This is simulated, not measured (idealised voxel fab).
process module | voxel self aligned vias
cross-section cut | 145 nm wide | cells 5 nm
A cross-section is a grid of square cells, given in bands from the top down. A band is one or more rows of cells.
Each band's line starts with the height of the band's top and of its bottom, in nm. Then come its materials from left to right, each with its width in nm. One material with "throughout" fills the band from edge to edge. "air" is empty space.
Height 0 is the level under which the wafer as received is all one material. The lowest band goes on downwards, as in "0 down".
A width such as "30 to 40" changes by the same amount from each row of cells to the next, from the band's top row to its bottom row.
"no change" after a step means that no cell of the cross-section changed.
closed voids: empty space of 8 cells or more with no open way to the top, each as width x height at its distance from the left edge, in nm
after a step's settings: what the simulator itself notes on the step
overlay nm, on a step with a mask: how far to the right of its planned place the mask lay; to the left if negative
plan
1 op RECEIVE | material Si
2 op CONFORMAL_DEP | material SiO2 | thk nm 15
3 op CONFORMAL_DEP | material SiCN | thk nm 5
4 op DIRECTIONAL_DEP | material SiO2 | thk nm 25
5 op DIRECTIONAL_DEP | material aC | thk nm 15
6 op PATTERN | tone open | mask id LINES | material resist | width nm 30 | pitch nm 60 | thk nm 35 | overlay nm 0
7 op DIRECTIONAL_ETCH | etch materials aC | depth nm 15
8 op STRIP | etch materials resist
9 op DIRECTIONAL_ETCH | etch materials SiO2 | depth nm 25
10 op STRIP | etch materials aC
11 op CONFORMAL_DEP | material TiN | thk nm 5
12 op FILL_DEP | material Ru | thk nm 5
13 op CMP | height nm 45
14 op SELECTIVE_ETCH | etch materials W Ru TiN | depth nm 5
15 op FILL_DEP | material SiN | thk nm 5
16 op CMP | height nm 45
17 op DIRECTIONAL_DEP | material SiO2 | thk nm 15
18 op MASKED_ETCH | tone open | mask id VIAS | width nm 40 | etch materials SiO2 | depth nm 15 | overlay nm 0
19 op MASKED_ETCH | tone open | mask id VIAS | width nm 40 | etch materials SiN | depth nm 5 | overlay nm 0
20 op CONFORMAL_DEP | material TiN | thk nm 5
21 op FILL_DEP | material Cu | thk nm 5
22 op CMP | height nm 60
23 op CONFORMAL_DEP | material SiN | thk nm 5
as received, after step 1
  0 down: Si throughout
  closed voids: none
first wafer at the end, as planned
  65 to 60: SiN throughout
  60 to 50: SiO2 20 | TiN 5 | Cu 30 | TiN 5 | SiO2 85
  50 to 45: SiO2 20 | TiN 10 | Cu 20 | TiN 10 | SiO2 85
  45 to 40: SiO2 25 | TiN 30 | SiO2 30 | SiN 30 | SiO2 30
  40 to 25: SiO2 25 | TiN 5 | Ru 20 | TiN 5 | SiO2 30 | TiN 5 | Ru 20 | TiN 5 | SiO2 30
  25 to 20: SiO2 25 | TiN 30 | SiO2 30 | TiN 30 | SiO2 30
  20 to 15: SiCN throughout
  15 to 0: SiO2 throughout
  0 down: Si throughout
  closed voids: none
second wafer at the end: like start, like plan, one mistake
  65 to 60: SiN throughout
  60 to 50: SiO2 15 | TiN 5 | Cu 40 | TiN 5 | SiO2 80
  50 to 45: SiO2 15 | TiN 15 | Cu 20 | TiN 15 | SiO2 80
  45 to 40: SiO2 25 | TiN 30 | SiO2 30 | SiN 30 | SiO2 30
  40 to 25: SiO2 25 | TiN 5 | Ru 20 | TiN 5 | SiO2 30 | TiN 5 | Ru 20 | TiN 5 | SiO2 30
  25 to 20: SiO2 25 | TiN 30 | SiO2 30 | TiN 30 | SiO2 30
  20 to 15: SiCN throughout
  15 to 0: SiO2 throughout
  0 down: Si throughout
  closed voids: none
what went wrong: step 18 ran as: op MASKED_ETCH | tone open | mask id VIAS | width nm 50 | etch materials SiO2 | depth nm 15 | overlay nm 0
at the end the second wafer has, in cells: 4 more of Cu | 6 fewer of SiO2 | 2 more of TiN
